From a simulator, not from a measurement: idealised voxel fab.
This is a process module. Its name is voxel trench capacitor.
Section shown: cut. Width: 260 nm. Cell size: 5 nm, square.
Square cells in a grid make up a cross-section in this document, and the grid is given as bands, listed from the top down, each one or more rows of cells.
First you get the band's top height and its bottom height, in nm, and then the materials it's made of, left to right, with each width in nm. If you see a single material with "edge to edge", that one covers the band edge to edge. "blank" is empty space.
Zero point of the height axis is 0; under it, received wafer = one material. Lowest band: continues down indefinitely, "0 and below".
Width "30 to 40": first value at the band's top row of cells, second value at its bottom row, equal change from row to row.
"remained unchanged" means the step left every cell of the cross-section as it was.
In "Unvented voids" the enclosed voids are listed, meaning empty spaces of 8 cells or larger without any opening to the top. The form is width x height at distance, distance from the left edge, units nm.
Formally, on a step line, whatever follows the settings is a remark that the simulator itself makes on the step.
Regarding "overlay nm": on a step with a mask, it is the distance the mask lay to the right of its planned place; a negative value places it to the left.

## Planned process steps
| 1 | RECEIVE,material Si |
| 2 | CONFORMAL_DEP,material SiN,thk nm 5 |
| 3 | MASKED_ETCH,tone open,mask id TRENCH,width nm 25,pitch nm 50,etch materials SiN,depth nm 5,overlay nm 0 |
| 4 | MASKED_ETCH,tone open,mask id TRENCH,width nm 25,pitch nm 50,etch materials Si,depth nm 30,overlay nm 0 |
| 5 | CONFORMAL_DEP,material SiO2,thk nm 5 |
| 6 | FILL_DEP,material polySi,thk nm 10 |
| 7 | CMP,height nm -5 |
All wafers enter the flow in the same state. The height nm at step 7 differs from wafer to wafer, and the plan gives the value for the first wafer.

## The as-received cross-section of the first of several wafers corresponds to the state after step 1
* 0 and below | Si edge to edge
* Unvented voids: none

## First wafer of several, cross-section, module end, after step 7 (last)
* -5 down to -25 | 90 nm Si, then 5 nm SiO2, then 15 nm polySi, then 5 nm SiO2, then 25 nm Si, then 5 nm SiO2, then 15 nm polySi, then 5 nm SiO2, then 95 nm Si
* -25 down to -30 | 90 nm Si, then 25 nm SiO2, then 25 nm Si, then 25 nm SiO2, then 95 nm Si
* -30 and below | Si edge to edge
* Unvented voids: none

## Cross-section of the last wafer at end of module
* 20 down to 10 | polySi edge to edge
* 10 down to 5 | 95 nm SiO2, then 15 nm polySi, then 35 nm SiO2, then 15 nm polySi, then 100 nm SiO2
* 5 down to 0 | 90 nm SiN, then 5 nm SiO2, then 15 nm polySi, then 5 nm SiO2, then 25 nm SiN, then 5 nm SiO2, then 15 nm polySi, then 5 nm SiO2, then 95 nm SiN
* 0 down to -25 | 90 nm Si, then 5 nm SiO2, then 15 nm polySi, then 5 nm SiO2, then 25 nm Si, then 5 nm SiO2, then 15 nm polySi, then 5 nm SiO2, then 95 nm Si
* -25 down to -30 | 90 nm Si, then 25 nm SiO2, then 25 nm Si, then 25 nm SiO2, then 95 nm Si
* -30 and below | Si edge to edge
* Unvented voids: none

## Here is how to read the rows: every wafer has a row, and it shows the wafer at the end of the module, giving for each material how many cells were gained (+) or lost (-) since the wafer was received, then listing its closed voids
height nm -5 | -102 Si | +26 SiO2 | +24 polySi | Unvented voids: none
height nm 0 | -60 Si | +30 SiO2 | +30 polySi | Unvented voids: none
height nm 5 | -60 Si | +42 SiN | +34 SiO2 | +36 polySi | Unvented voids: none
height nm 10 | -60 Si | +42 SiN | +80 SiO2 | +42 polySi | Unvented voids: none
height nm 15 | -60 Si | +42 SiN | +80 SiO2 | +94 polySi | Unvented voids: none
height nm 20 | -60 Si | +42 SiN | +80 SiO2 | +146 polySi | Unvented voids: none
